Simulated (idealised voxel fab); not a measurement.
This is a process module. Its name is voxel transistor to metal.
Each square cell in cross-section cut measures 5 nm, and the section as a whole is 145 nm wide.
Notation: cross-section as square-cell grid; stated in bands, top first, going down; one or more cell rows per band. In this notation a band is specified by the heights of its top and bottom, in that order and in nm, after which its materials appear from left to right, each paired with its width in nm. The word "everywhere" attached to a single material means that material fills the band from edge to edge; the word "empty" stands for empty space. A quick word on heights: they are counted from 0, and under that level the wafer as it came to us is one material throughout. The lowest band is different from the rest in having no bottom; it simply continues downward, written as in "0 and below". You'd read "30 to 40" like this: the band's top row of cells is as wide as the first number, its bottom row is as wide as the second, and going down, every row changes width by the same amount as the row before did. Where a step carries "changes: none", the cross-section came out of it unchanged, cell for cell. The label "Sealed void inventory" introduces a list of the empty spaces, 8 cells or larger, that have no open way up to the top; each entry in it reads width x height at distance, where the distance is taken from the left edge and all three are stated in nm. Read whatever lies past the settings on a step's line as the simulator's own remark about the step. overlay nm: mask offset rightward from planned place, masked step; negative means leftward offset. Every pair from here on: before one process step, after it. The after cross-section reaches only to the lowest band that changed. Below the pair: the step in between and its settings. Pairs can belong to different runs of this module on the same starting wafer; a pair carries on from the pair above only if the entry headed "Ahead of processing" says so.

### Ahead of processing
    0 and below  Si everywhere
    Sealed void inventory: none

### Post-Step Section View
    0 down to -5  SiO2 everywhere
    below -5: unchanged
    Sealed void inventory: none
Transition step, before and after shown above: OXIDIZE: depth nm 5

Ahead of processing: For the state before this step, see the after cross-section of the pair located directly above.

### Post-Step Section View
    10 down to 0  SiN everywhere
    below 0: unchanged
    Sealed void inventory: none
Transition step, before and after shown above: CONFORMAL_DEP: material SiN, thk nm 10

Ahead of processing: For the state before this step, see the after cross-section of the pair located directly above.

### Post-Step Section View
    20 down to 10  aC everywhere
    below 10: unchanged
    Sealed void inventory: none
Transition step, before and after shown above: DIRECTIONAL_DEP: material aC, thk nm 10

Ahead of processing: For the state before this step, see the after cross-section of the pair located directly above.

### Post-Step Section View
    50 down to 20  20 nm empty, 105 nm resist, 20 nm empty
    below 20: unchanged
    Sealed void inventory: none
Transition step, before and after shown above: PATTERN: tone cover, mask id ACTIVE, material resist, width nm 105, thk nm 30, overlay nm 0

Ahead of processing: For the state before this step, see the after cross-section of the pair located directly above.

### Post-Step Section View
    40 down to 20  20 nm empty, 105 nm resist, 20 nm empty
    20 down to 10  20 nm empty, 105 nm aC, 20 nm empty
    below 10: unchanged
    Sealed void inventory: none
Transition step, before and after shown above: DIRECTIONAL_ETCH: etch materials aC, depth nm 10

Ahead of processing: For the state before this step, see the after cross-section of the pair located directly above.

### Post-Step Section View
    20 down to 10  20 nm empty, 105 nm aC, 20 nm empty
    below 10: unchanged
    Sealed void inventory: none
Transition step, before and after shown above: STRIP: etch materials resist

Ahead of processing: For the state before this step, see the after cross-section of the pair located directly above.

### Post-Step Section View
    20 down to 10  20 nm empty, 105 nm aC, 20 nm empty
    10 down to 0  20 nm empty, 105 nm SiN, 20 nm empty
    below 0: unchanged
    Sealed void inventory: none
Transition step, before and after shown above: DIRECTIONAL_ETCH: etch materials SiN, depth nm 10

Ahead of processing: For the state before this step, see the after cross-section of the pair located directly above.

### Post-Step Section View
    20 down to 10  20 nm empty, 105 nm aC, 20 nm empty
    10 down to 0  20 nm empty, 105 nm SiN, 20 nm empty
    0 down to -5  20 nm empty, 105 nm SiO2, 20 nm empty
    below -5: unchanged
    Sealed void inventory: none
Transition step, before and after shown above: DIRECTIONAL_ETCH: etch materials SiO2, depth nm 5

Ahead of processing: For the state before this step, see the after cross-section of the pair located directly above.

### Post-Step Section View
    20 down to 10  20 nm empty, 105 nm aC, 20 nm empty
    10 down to 0  20 nm empty, 105 nm SiN, 20 nm empty
    0 down to -5  20 nm empty, 105 nm SiO2, 20 nm empty
    -5 down to -30  20 nm empty, 105 nm Si, 20 nm empty
    below -30: unchanged
    Sealed void inventory: none
Transition step, before and after shown above: DIRECTIONAL_ETCH: etch materials Si, depth nm 25

Ahead of processing: For the state before this step, see the after cross-section of the pair located directly above.

### Post-Step Section View
    10 down to 0  20 nm empty, 105 nm SiN, 20 nm empty
    below 0: unchanged
    Sealed void inventory: none
Transition step, before and after shown above: STRIP: etch materials aC

Ahead of processing: For the state before this step, see the after cross-section of the pair located directly above.

### Post-Step Section View
    15 down to 10  SiO2 everywhere
    10 down to 0  20 nm SiO2, 105 nm SiN, 20 nm SiO2
    0 down to -5  SiO2 everywhere
    -5 down to -30  20 nm SiO2, 105 nm Si, 20 nm SiO2
    below -30: unchanged
    Sealed void inventory: none
Transition step, before and after shown above: FILL_DEP: material SiO2, thk nm 5

Ahead of processing: For the state before this step, see the after cross-section of the pair located directly above.

### Post-Step Section View
    10 down to 0  20 nm SiO2, 105 nm SiN, 20 nm SiO2
    below 0: unchanged
    Sealed void inventory: none
Transition step, before and after shown above: CMP: height nm 10

Ahead of processing: For the state before this step, see the after cross-section of the pair located directly above.

### Post-Step Section View
    10 down to 0  20 nm empty, 105 nm SiN, 20 nm empty
    below 0: unchanged
    Sealed void inventory: none
Transition step, before and after shown above: SELECTIVE_ETCH: etch materials SiO2, depth nm 10

Ahead of processing: For the state before this step, see the after cross-section of the pair located directly above.

### Post-Step Section View
    0 down to -5  SiO2 everywhere
    below -5: unchanged
    Sealed void inventory: none
Transition step, before and after shown above: STRIP: etch materials SiN

Ahead of processing: For the state before this step, see the after cross-section of the pair located directly above.

### Post-Step Section View
    -5 down to -30  20 nm SiO2, 105 nm Si, 20 nm SiO2
    below -30: unchanged
    Sealed void inventory: none
Transition step, before and after shown above: SELECTIVE_ETCH: etch materials SiO2, depth nm 5

Ahead of processing: For the state before this step, see the after cross-section of the pair located directly above.

### Post-Step Section View
    -5 down to -10  SiO2 everywhere
    below -10: unchanged
    Sealed void inventory: none
Transition step, before and after shown above: OXIDIZE: depth nm 5

Ahead of processing: For the state before this step, see the after cross-section of the pair located directly above.

### Post-Step Section View
    25 down to -5  polySi everywhere
    below -5: unchanged
    Sealed void inventory: none
Transition step, before and after shown above: DIRECTIONAL_DEP: material polySi, thk nm 30

Ahead of processing: For the state before this step, see the after cross-section of the pair located directly above.

### Post-Step Section View
    35 down to 25  SiCN everywhere
    below 25: unchanged
    Sealed void inventory: none
Transition step, before and after shown above: DIRECTIONAL_DEP: material SiCN, thk nm 10

Ahead of processing: For the state before this step, see the after cross-section of the pair located directly above.

### Post-Step Section View
    50 down to 35  aC everywhere
    below 35: unchanged
    Sealed void inventory: none
Transition step, before and after shown above: DIRECTIONAL_DEP: material aC, thk nm 15

Ahead of processing: For the state before this step, see the after cross-section of the pair located directly above.

### Post-Step Section View
    80 down to 50  55 nm empty, 35 nm resist, 55 nm empty
    below 50: unchanged
    Sealed void inventory: none
Transition step, before and after shown above: PATTERN: tone cover, mask id GATE, material resist, width nm 35, thk nm 30, overlay nm 0

Ahead of processing: For the state before this step, see the after cross-section of the pair located directly above.

### Post-Step Section View
    65 down to 50  55 nm empty, 35 nm resist, 55 nm empty
    50 down to 35  55 nm empty, 35 nm aC, 55 nm empty
    below 35: unchanged
    Sealed void inventory: none
Transition step, before and after shown above: DIRECTIONAL_ETCH: etch materials aC, depth nm 15

Ahead of processing: For the state before this step, see the after cross-section of the pair located directly above.

### Post-Step Section View
    50 down to 35  55 nm empty, 35 nm aC, 55 nm empty
    below 35: unchanged
    Sealed void inventory: none
Transition step, before and after shown above: STRIP: etch materials resist

Ahead of processing: For the state before this step, see the after cross-section of the pair located directly above.

### Post-Step Section View
    50 down to 35  55 nm empty, 35 nm aC, 55 nm empty
    35 down to 25  55 nm empty, 35 nm SiCN, 55 nm empty
    below 25: unchanged
    Sealed void inventory: none
Transition step, before and after shown above: DIRECTIONAL_ETCH: etch materials SiCN, depth nm 20

Ahead of processing: For the state before this step, see the after cross-section of the pair located directly above.

### Post-Step Section View
    50 down to 35  55 nm empty, 35 nm aC, 55 nm empty
    35 down to 25  55 nm empty, 35 nm SiCN, 55 nm empty
    25 down to -5  55 nm empty, 35 nm polySi, 55 nm empty
    below -5: unchanged
    Sealed void inventory: none
Transition step, before and after shown above: DIRECTIONAL_ETCH: etch materials polySi, depth nm 40

Ahead of processing: For the state before this step, see the after cross-section of the pair located directly above.

### Post-Step Section View
    35 down to 25  55 nm empty, 35 nm SiCN, 55 nm empty
    below 25: unchanged
    Sealed void inventory: none
Transition step, before and after shown above: STRIP: etch materials aC

Ahead of processing: For the state before this step, see the after cross-section of the pair located directly above.

### Post-Step Section View
    40 down to 35  50 nm empty, 45 nm SiN, 50 nm empty
    35 down to 25  50 nm empty, 5 nm SiN, 35 nm SiCN, 5 nm SiN, 50 nm empty
    25 down to 0  50 nm empty, 5 nm SiN, 35 nm polySi, 5 nm SiN, 50 nm empty
    0 down to -5  55 nm SiN, 35 nm polySi, 55 nm SiN
    below -5: unchanged
    Sealed void inventory: none
Transition step, before and after shown above: CONFORMAL_DEP: material SiN, thk nm 5

Ahead of processing: For the state before this step, see the after cross-section of the pair located directly above.

### Post-Step Section View
    35 down to 25  50 nm empty, 5 nm SiN, 35 nm SiCN, 5 nm SiN, 50 nm empty
    25 down to -5  50 nm empty, 5 nm SiN, 35 nm polySi, 5 nm SiN, 50 nm empty
    below -5: unchanged
    Sealed void inventory: none
Transition step, before and after shown above: DIRECTIONAL_ETCH: etch materials SiN, depth nm 5

Ahead of processing: For the state before this step, see the after cross-section of the pair located directly above.

### Post-Step Section View
    35 down to 25  50 nm empty, 5 nm SiN, 35 nm SiCN, 5 nm SiN, 50 nm empty
    25 down to -5  50 nm empty, 5 nm SiN, 35 nm polySi, 5 nm SiN, 50 nm empty
    -5 down to -10  50 nm empty, 45 nm SiO2, 50 nm empty
    below -10: unchanged
    Sealed void inventory: none
Transition step, before and after shown above: DIRECTIONAL_ETCH: etch materials SiO2, depth nm 5

Ahead of processing: For the state before this step, see the after cross-section of the pair located directly above.

### Post-Step Section View
    35 down to 25  50 nm empty, 5 nm SiN, 35 nm SiCN, 5 nm SiN, 50 nm empty
    25 down to -5  50 nm empty, 5 nm SiN, 35 nm polySi, 5 nm SiN, 50 nm empty
    -5 down to -10  50 nm empty, 45 nm SiO2, 50 nm empty
    -10 down to -15  20 nm SiO2, 30 nm empty, 45 nm Si, 30 nm empty, 20 nm SiO2
    below -15: unchanged
    Sealed void inventory: none
Transition step, before and after shown above: DIRECTIONAL_ETCH: etch materials Si, depth nm 5

Ahead of processing: For the state before this step, see the after cross-section of the pair located directly above.

### Post-Step Section View
    35 down to 25  50 nm empty, 5 nm SiN, 35 nm SiCN, 5 nm SiN, 50 nm empty
    25 down to -5  50 nm empty, 5 nm SiN, 35 nm polySi, 5 nm SiN, 50 nm empty
    -5 down to -10  45 nm empty, 5 nm SiGe, 45 nm SiO2, 5 nm SiGe, 45 nm empty
    -10 down to -15  20 nm SiO2, 30 nm SiGe, 45 nm Si, 30 nm SiGe, 20 nm SiO2
    below -15: unchanged
    Sealed void inventory: none
Transition step, before and after shown above: EPI: material SiGe, thk nm 5

Ahead of processing: For the state before this step, see the after cross-section of the pair located directly above.

### Post-Step Section View
    45 down to 35  SiO2 everywhere
    35 down to 25  50 nm SiO2, 5 nm SiN, 35 nm SiCN, 5 nm SiN, 50 nm SiO2
    25 down to -5  50 nm SiO2, 5 nm SiN, 35 nm polySi, 5 nm SiN, 50 nm SiO2
    -5 down to -10  45 nm SiO2, 5 nm SiGe, 45 nm SiO2, 5 nm SiGe, 45 nm SiO2
    below -10: unchanged
    Sealed void inventory: none
Transition step, before and after shown above: FILL_DEP: material SiO2, thk nm 10

Ahead of processing: For the state before this step, see the after cross-section of the pair located directly above.

### Post-Step Section View
    25 down to -5  50 nm SiO2, 5 nm SiN, 35 nm polySi, 5 nm SiN, 50 nm SiO2
    below -5: unchanged
    Sealed void inventory: none
Transition step, before and after shown above: CMP: height nm 25

Ahead of processing: For the state before this step, see the after cross-section of the pair located directly above.

### Post-Step Section View
    25 down to -5  50 nm SiO2, 5 nm SiN, 35 nm empty, 5 nm SiN, 50 nm SiO2
    below -5: unchanged
    Sealed void inventory: none
Transition step, before and after shown above: STRIP: etch materials polySi

Ahead of processing: For the state before this step, see the after cross-section of the pair located directly above.

### Post-Step Section View
    25 down to 20  50 nm empty, 5 nm SiN, 35 nm empty, 5 nm SiN, 50 nm empty
    20 down to -5  50 nm SiO2, 5 nm SiN, 35 nm empty, 5 nm SiN, 50 nm SiO2
    -5 down to -10  45 nm SiO2, 5 nm SiGe, 45 nm empty, 5 nm SiGe, 45 nm SiO2
    below -10: unchanged
    Sealed void inventory: none
Transition step, before and after shown above: SELECTIVE_ETCH: etch materials SiO2, depth nm 5

Ahead of processing: For the state before this step, see the after cross-section of the pair located directly above.

### Post-Step Section View
    30 down to 25  45 nm empty, 15 nm HfO2, 25 nm empty, 15 nm HfO2, 45 nm empty
    25 down to 20  50 nm HfO2, 5 nm SiN, 5 nm HfO2, 25 nm empty, 5 nm HfO2, 5 nm SiN, 50 nm HfO2
    20 down to -5  50 nm SiO2, 5 nm SiN, 5 nm HfO2, 25 nm empty, 5 nm HfO2, 5 nm SiN, 50 nm SiO2
    -5 down to -10  45 nm SiO2, 5 nm SiGe, 45 nm HfO2, 5 nm SiGe, 45 nm SiO2
    below -10: unchanged
    Sealed void inventory: none
Transition step, before and after shown above: CONFORMAL_DEP: material HfO2, thk nm 5

Ahead of processing: For the state before this step, see the after cross-section of the pair located directly above.

### Post-Step Section View
    35 down to 30  40 nm empty, 25 nm TiN, 15 nm empty, 25 nm TiN, 40 nm empty
    30 down to 25  45 nm TiN, 15 nm HfO2, 5 nm TiN, 15 nm empty, 5 nm TiN, 15 nm HfO2, 45 nm TiN
    25 down to 20  50 nm HfO2, 5 nm SiN, 5 nm HfO2, 5 nm TiN, 15 nm empty, 5 nm TiN, 5 nm HfO2, 5 nm SiN, 50 nm HfO2
    20 down to 0  50 nm SiO2, 5 nm SiN, 5 nm HfO2, 5 nm TiN, 15 nm empty, 5 nm TiN, 5 nm HfO2, 5 nm SiN, 50 nm SiO2
    0 down to -5  50 nm SiO2, 5 nm SiN, 5 nm HfO2, 25 nm TiN, 5 nm HfO2, 5 nm SiN, 50 nm SiO2
    below -5: unchanged
    Sealed void inventory: none
Transition step, before and after shown above: CONFORMAL_DEP: material TiN, thk nm 5

Ahead of processing: For the state before this step, see the after cross-section of the pair located directly above.

### Post-Step Section View
    40 down to 35  W everywhere
    35 down to 30  40 nm W, 25 nm TiN, 15 nm W, 25 nm TiN, 40 nm W
    30 down to 25  45 nm TiN, 15 nm HfO2, 5 nm TiN, 15 nm W, 5 nm TiN, 15 nm HfO2, 45 nm TiN
    25 down to 20  50 nm HfO2, 5 nm SiN, 5 nm HfO2, 5 nm TiN, 15 nm W, 5 nm TiN, 5 nm HfO2, 5 nm SiN, 50 nm HfO2
    20 down to 0  50 nm SiO2, 5 nm SiN, 5 nm HfO2, 5 nm TiN, 15 nm W, 5 nm TiN, 5 nm HfO2, 5 nm SiN, 50 nm SiO2
    below 0: unchanged
    Sealed void inventory: none
Transition step, before and after shown above: FILL_DEP: material W, thk nm 5

Ahead of processing: For the state before this step, see the after cross-section of the pair located directly above.

### Post-Step Section View
    20 down to 0  50 nm SiO2, 5 nm SiN, 5 nm HfO2, 5 nm TiN, 15 nm W, 5 nm TiN, 5 nm HfO2, 5 nm SiN, 50 nm SiO2
    below 0: unchanged
    Sealed void inventory: none
Transition step, before and after shown above: CMP: height nm 20

Ahead of processing: For the state before this step, see the after cross-section of the pair located directly above.

### Post-Step Section View
    35 down to 20  SiO2 everywhere
    below 20: unchanged
    Sealed void inventory: none
Transition step, before and after shown above: DIRECTIONAL_DEP: material SiO2, thk nm 15

Ahead of processing: For the state before this step, see the after cross-section of the pair located directly above.

### Post-Step Section View
    45 down to 35  aC everywhere
    below 35: unchanged
    Sealed void inventory: none
Transition step, before and after shown above: DIRECTIONAL_DEP: material aC, thk nm 10

Ahead of processing: For the state before this step, see the after cross-section of the pair located directly above.

### Post-Step Section View
    75 down to 45  25 nm resist, 15 nm empty, 65 nm resist, 15 nm empty, 25 nm resist
    below 45: unchanged
    Sealed void inventory: none
Transition step, before and after shown above: PATTERN: tone open, mask id CONTACT, material resist, width nm 15, pitch nm 80, thk nm 30, overlay nm 0

Ahead of processing: For the state before this step, see the after cross-section of the pair located directly above.

### Post-Step Section View
    65 down to 45  25 nm resist, 15 nm empty, 65 nm resist, 15 nm empty, 25 nm resist
    45 down to 35  25 nm aC, 15 nm empty, 65 nm aC, 15 nm empty, 25 nm aC
    below 35: unchanged
    Sealed void inventory: none
Transition step, before and after shown above: DIRECTIONAL_ETCH: etch materials aC, depth nm 10

Ahead of processing: For the state before this step, see the after cross-section of the pair located directly above.

### Post-Step Section View
    45 down to 35  25 nm aC, 15 nm empty, 65 nm aC, 15 nm empty, 25 nm aC
    below 35: unchanged
    Sealed void inventory: none
Transition step, before and after shown above: STRIP: etch materials resist

Ahead of processing: For the state before this step, see the after cross-section of the pair located directly above.

### Post-Step Section View
    45 down to 35  25 nm aC, 15 nm empty, 65 nm aC, 15 nm empty, 25 nm aC
    35 down to 20  25 nm SiO2, 15 nm empty, 65 nm SiO2, 15 nm empty, 25 nm SiO2
    20 down to 0  25 nm SiO2, 15 nm empty, 10 nm SiO2, 5 nm SiN, 5 nm HfO2, 5 nm TiN, 15 nm W, 5 nm TiN, 5 nm HfO2, 5 nm SiN, 10 nm SiO2, 15 nm empty, 25 nm SiO2
    0 down to -5  25 nm SiO2, 15 nm empty, 10 nm SiO2, 5 nm SiN, 5 nm HfO2, 25 nm TiN, 5 nm HfO2, 5 nm SiN, 10 nm SiO2, 15 nm empty, 25 nm SiO2
    -5 down to -10  25 nm SiO2, 15 nm empty, 5 nm SiO2, 5 nm SiGe, 45 nm HfO2, 5 nm SiGe, 5 nm SiO2, 15 nm empty, 25 nm SiO2
    below -10: unchanged
    Sealed void inventory: none
Transition step, before and after shown above: DIRECTIONAL_ETCH: etch materials SiO2, depth nm 45

Ahead of processing: For the state before this step, see the after cross-section of the pair located directly above.

### Post-Step Section View
    35 down to 20  25 nm SiO2, 15 nm empty, 65 nm SiO2, 15 nm empty, 25 nm SiO2
    below 20: unchanged
    Sealed void inventory: none
Transition step, before and after shown above: STRIP: etch materials aC

Ahead of processing: For the state before this step, see the after cross-section of the pair located directly above.

### Post-Step Section View
    40 down to 35  30 nm TiN, 5 nm empty, 75 nm TiN, 5 nm empty, 30 nm TiN
    35 down to 20  25 nm SiO2, 5 nm TiN, 5 nm empty, 5 nm TiN, 65 nm SiO2, 5 nm TiN, 5 nm empty, 5 nm TiN, 25 nm SiO2
    20 down to 0  25 nm SiO2, 5 nm TiN, 5 nm empty, 5 nm TiN, 10 nm SiO2, 5 nm SiN, 5 nm HfO2, 5 nm TiN, 15 nm W, 5 nm TiN, 5 nm HfO2, 5 nm SiN, 10 nm SiO2, 5 nm TiN, 5 nm empty, 5 nm TiN, 25 nm SiO2
    0 down to -5  25 nm SiO2, 5 nm TiN, 5 nm empty, 5 nm TiN, 10 nm SiO2, 5 nm SiN, 5 nm HfO2, 25 nm TiN, 5 nm HfO2, 5 nm SiN, 10 nm SiO2, 5 nm TiN, 5 nm empty, 5 nm TiN, 25 nm SiO2
    -5 down to -10  25 nm SiO2, 15 nm TiN, 5 nm SiO2, 5 nm SiGe, 45 nm HfO2, 5 nm SiGe, 5 nm SiO2, 15 nm TiN, 25 nm SiO2
    below -10: unchanged
    Sealed void inventory: none
Transition step, before and after shown above: CONFORMAL_DEP: material TiN, thk nm 5

Ahead of processing: For the state before this step, see the after cross-section of the pair located directly above.

### Post-Step Section View
    45 down to 40  Ru everywhere
    40 down to 35  30 nm TiN, 5 nm Ru, 75 nm TiN, 5 nm Ru, 30 nm TiN
    35 down to 20  25 nm SiO2, 5 nm TiN, 5 nm Ru, 5 nm TiN, 65 nm SiO2, 5 nm TiN, 5 nm Ru, 5 nm TiN, 25 nm SiO2
    20 down to 0  25 nm SiO2, 5 nm TiN, 5 nm Ru, 5 nm TiN, 10 nm SiO2, 5 nm SiN, 5 nm HfO2, 5 nm TiN, 15 nm W, 5 nm TiN, 5 nm HfO2, 5 nm SiN, 10 nm SiO2, 5 nm TiN, 5 nm Ru, 5 nm TiN, 25 nm SiO2
    0 down to -5  25 nm SiO2, 5 nm TiN, 5 nm Ru, 5 nm TiN, 10 nm SiO2, 5 nm SiN, 5 nm HfO2, 25 nm TiN, 5 nm HfO2, 5 nm SiN, 10 nm SiO2, 5 nm TiN, 5 nm Ru, 5 nm TiN, 25 nm SiO2
    below -5: unchanged
    Sealed void inventory: none
Transition step, before and after shown above: FILL_DEP: material Ru, thk nm 5

Ahead of processing: For the state before this step, see the after cross-section of the pair located directly above.

### Post-Step Section View
    35 down to 20  25 nm SiO2, 5 nm TiN, 5 nm Ru, 5 nm TiN, 65 nm SiO2, 5 nm TiN, 5 nm Ru, 5 nm TiN, 25 nm SiO2
    below 20: unchanged
    Sealed void inventory: none
Transition step, before and after shown above: CMP: height nm 35

Ahead of processing: For the state before this step, see the after cross-section of the pair located directly above.

### Post-Step Section View
    40 down to 35  SiCN everywhere
    below 35: unchanged
    Sealed void inventory: none
Transition step, before and after shown above: CONFORMAL_DEP: material SiCN, thk nm 5

Ahead of processing: For the state before this step, see the after cross-section of the pair located directly above.

### Post-Step Section View
    65 down to 40  SiO2 everywhere
    below 40: unchanged
    Sealed void inventory: none
Transition step, before and after shown above: DIRECTIONAL_DEP: material SiO2, thk nm 25

Ahead of processing: For the state before this step, see the after cross-section of the pair located directly above.

### Post-Step Section View
    65 down to 40  25 nm SiO2, 15 nm empty, 65 nm SiO2, 15 nm empty, 25 nm SiO2
    below 40: unchanged
    Sealed void inventory: none
Transition step, before and after shown above: MASKED_ETCH: tone open, mask id METAL_1, width nm 15, pitch nm 80, etch materials SiO2, depth nm 25, overlay nm 0

Ahead of processing: For the state before this step, see the after cross-section of the pair located directly above.

### Post-Step Section View
    65 down to 40  25 nm SiO2, 15 nm empty, 65 nm SiO2, 15 nm empty, 25 nm SiO2
    40 down to 35  25 nm SiCN, 15 nm empty, 65 nm SiCN, 15 nm empty, 25 nm SiCN
    below 35: unchanged
    Sealed void inventory: none
Transition step, before and after shown above: MASKED_ETCH: tone open, mask id METAL_1, width nm 15, pitch nm 80, etch materials SiCN, depth nm 5, overlay nm 0

Ahead of processing: For the state before this step, see the after cross-section of the pair located directly above.

### Post-Step Section View
    70 down to 65  30 nm TiN, 5 nm empty, 75 nm TiN, 5 nm empty, 30 nm TiN
    65 down to 40  25 nm SiO2, 5 nm TiN, 5 nm empty, 5 nm TiN, 65 nm SiO2, 5 nm TiN, 5 nm empty, 5 nm TiN, 25 nm SiO2
    40 down to 35  25 nm SiCN, 15 nm TiN, 65 nm SiCN, 15 nm TiN, 25 nm SiCN
    below 35: unchanged
    Sealed void inventory: none
Transition step, before and after shown above: CONFORMAL_DEP: material TiN, thk nm 5

Ahead of processing: For the state before this step, see the after cross-section of the pair located directly above.

### Post-Step Section View
    75 down to 70  Ru everywhere
    70 down to 65  30 nm TiN, 5 nm Ru, 75 nm TiN, 5 nm Ru, 30 nm TiN
    65 down to 40  25 nm SiO2, 5 nm TiN, 5 nm Ru, 5 nm TiN, 65 nm SiO2, 5 nm TiN, 5 nm Ru, 5 nm TiN, 25 nm SiO2
    below 40: unchanged
    Sealed void inventory: none
Transition step, before and after shown above: FILL_DEP: material Ru, thk nm 5

Ahead of processing: For the state before this step, see the after cross-section of the pair located directly above.

### Post-Step Section View
    65 down to 40  25 nm SiO2, 5 nm TiN, 5 nm Ru, 5 nm TiN, 65 nm SiO2, 5 nm TiN, 5 nm Ru, 5 nm TiN, 25 nm SiO2
    below 40: unchanged
    Sealed void inventory: none
Transition step, before and after shown above: CMP: height nm 65

Ahead of processing: For the state before this step, see the after cross-section of the pair located directly above.

### Post-Step Section View
    70 down to 65  20 nm empty, 25 nm Ru, 55 nm empty, 25 nm Ru, 20 nm empty
    below 65: unchanged
    Sealed void inventory: none
Transition step, before and after shown above: EPI: material Ru, thk nm 5

Ahead of processing: For the state before this step, see the after cross-section of the pair located directly above.

### Post-Step Section View
    75 down to 70  SiCN everywhere
    70 down to 65  20 nm SiCN, 25 nm Ru, 55 nm SiCN, 25 nm Ru, 20 nm SiCN
    below 65: unchanged
    Sealed void inventory: none
Transition step, before and after shown above: FILL_DEP: material SiCN, thk nm 5

### Ahead of processing
    25 down to 20  50 nm empty, 5 nm SiN, 35 nm empty, 5 nm SiN, 50 nm empty
    20 down to -5  50 nm SiO2, 5 nm SiN, 35 nm empty, 5 nm SiN, 50 nm SiO2
    -5 down to -10  45 nm SiO2, 5 nm SiGe, 45 nm empty, 5 nm SiGe, 45 nm SiO2
    -10 down to -15  20 nm SiO2, 30 nm SiGe, 45 nm Si, 30 nm SiGe, 20 nm SiO2
    -15 down to -30  20 nm SiO2, 105 nm Si, 20 nm SiO2
    -30 and below  Si everywhere
    Sealed void inventory: none

### Post-Step Section View
    30 down to 25  45 nm empty, 15 nm TiN, 25 nm empty, 15 nm TiN, 45 nm empty
    25 down to 20  50 nm TiN, 5 nm SiN, 5 nm TiN, 25 nm empty, 5 nm TiN, 5 nm SiN, 50 nm TiN
    20 down to -5  50 nm SiO2, 5 nm SiN, 5 nm TiN, 25 nm empty, 5 nm TiN, 5 nm SiN, 50 nm SiO2
    -5 down to -10  45 nm SiO2, 5 nm SiGe, 45 nm TiN, 5 nm SiGe, 45 nm SiO2
    below -10: unchanged
    Sealed void inventory: none
Transition step, before and after shown above: CONFORMAL_DEP: material TiN, thk nm 5

Ahead of processing: For the state before this step, see the after cross-section of the pair located directly above.

### Post-Step Section View
    35 down to 30  W everywhere
    30 down to 25  45 nm W, 15 nm TiN, 25 nm W, 15 nm TiN, 45 nm W
    25 down to 20  50 nm TiN, 5 nm SiN, 5 nm TiN, 25 nm W, 5 nm TiN, 5 nm SiN, 50 nm TiN
    20 down to -5  50 nm SiO2, 5 nm SiN, 5 nm TiN, 25 nm W, 5 nm TiN, 5 nm SiN, 50 nm SiO2
    below -5: unchanged
    Sealed void inventory: none
Transition step, before and after shown above: FILL_DEP: material W, thk nm 5

Ahead of processing: For the state before this step, see the after cross-section of the pair located directly above.

### Post-Step Section View
    20 down to -5  50 nm SiO2, 5 nm SiN, 5 nm TiN, 25 nm W, 5 nm TiN, 5 nm SiN, 50 nm SiO2
    below -5: unchanged
    Sealed void inventory: none
Transition step, before and after shown above: CMP: height nm 20

Ahead of processing: For the state before this step, see the after cross-section of the pair located directly above.

### Post-Step Section View
    35 down to 20  SiO2 everywhere
    below 20: unchanged
    Sealed void inventory: none
Transition step, before and after shown above: DIRECTIONAL_DEP: material SiO2, thk nm 15

Ahead of processing: For the state before this step, see the after cross-section of the pair located directly above.

### Post-Step Section View
    45 down to 35  aC everywhere
    below 35: unchanged
    Sealed void inventory: none
Transition step, before and after shown above: DIRECTIONAL_DEP: material aC, thk nm 10

Ahead of processing: For the state before this step, see the after cross-section of the pair located directly above.

### Post-Step Section View
    75 down to 45  25 nm resist, 15 nm empty, 65 nm resist, 15 nm empty, 25 nm resist
    below 45: unchanged
    Sealed void inventory: none
Transition step, before and after shown above: PATTERN: tone open, mask id CONTACT, material resist, width nm 15, pitch nm 80, thk nm 30, overlay nm 0

Ahead of processing: For the state before this step, see the after cross-section of the pair located directly above.

### Post-Step Section View
    65 down to 45  25 nm resist, 15 nm empty, 65 nm resist, 15 nm empty, 25 nm resist
    45 down to 35  25 nm aC, 15 nm empty, 65 nm aC, 15 nm empty, 25 nm aC
    below 35: unchanged
    Sealed void inventory: none
Transition step, before and after shown above: DIRECTIONAL_ETCH: etch materials aC, depth nm 10

Ahead of processing: For the state before this step, see the after cross-section of the pair located directly above.

### Post-Step Section View
    45 down to 35  25 nm aC, 15 nm empty, 65 nm aC, 15 nm empty, 25 nm aC
    below 35: unchanged
    Sealed void inventory: none
Transition step, before and after shown above: STRIP: etch materials resist

Ahead of processing: For the state before this step, see the after cross-section of the pair located directly above.

### Post-Step Section View
    45 down to 35  25 nm aC, 15 nm empty, 65 nm aC, 15 nm empty, 25 nm aC
    35 down to 20  25 nm SiO2, 15 nm empty, 65 nm SiO2, 15 nm empty, 25 nm SiO2
    20 down to -5  25 nm SiO2, 15 nm empty, 10 nm SiO2, 5 nm SiN, 5 nm TiN, 25 nm W, 5 nm TiN, 5 nm SiN, 10 nm SiO2, 15 nm empty, 25 nm SiO2
    -5 down to -10  25 nm SiO2, 15 nm empty, 5 nm SiO2, 5 nm SiGe, 45 nm TiN, 5 nm SiGe, 5 nm SiO2, 15 nm empty, 25 nm SiO2
    below -10: unchanged
    Sealed void inventory: none
Transition step, before and after shown above: DIRECTIONAL_ETCH: etch materials SiO2, depth nm 45

Ahead of processing: For the state before this step, see the after cross-section of the pair located directly above.

### Post-Step Section View
    35 down to 20  25 nm SiO2, 15 nm empty, 65 nm SiO2, 15 nm empty, 25 nm SiO2
    below 20: unchanged
    Sealed void inventory: none
Transition step, before and after shown above: STRIP: etch materials aC

Ahead of processing: For the state before this step, see the after cross-section of the pair located directly above.

### Post-Step Section View
    40 down to 35  30 nm TiN, 5 nm empty, 75 nm TiN, 5 nm empty, 30 nm TiN
    35 down to 20  25 nm SiO2, 5 nm TiN, 5 nm empty, 5 nm TiN, 65 nm SiO2, 5 nm TiN, 5 nm empty, 5 nm TiN, 25 nm SiO2
    20 down to -5  25 nm SiO2, 5 nm TiN, 5 nm empty, 5 nm TiN, 10 nm SiO2, 5 nm SiN, 5 nm TiN, 25 nm W, 5 nm TiN, 5 nm SiN, 10 nm SiO2, 5 nm TiN, 5 nm empty, 5 nm TiN, 25 nm SiO2
    -5 down to -10  25 nm SiO2, 15 nm TiN, 5 nm SiO2, 5 nm SiGe, 45 nm TiN, 5 nm SiGe, 5 nm SiO2, 15 nm TiN, 25 nm SiO2
    below -10: unchanged
    Sealed void inventory: none
Transition step, before and after shown above: CONFORMAL_DEP: material TiN, thk nm 5
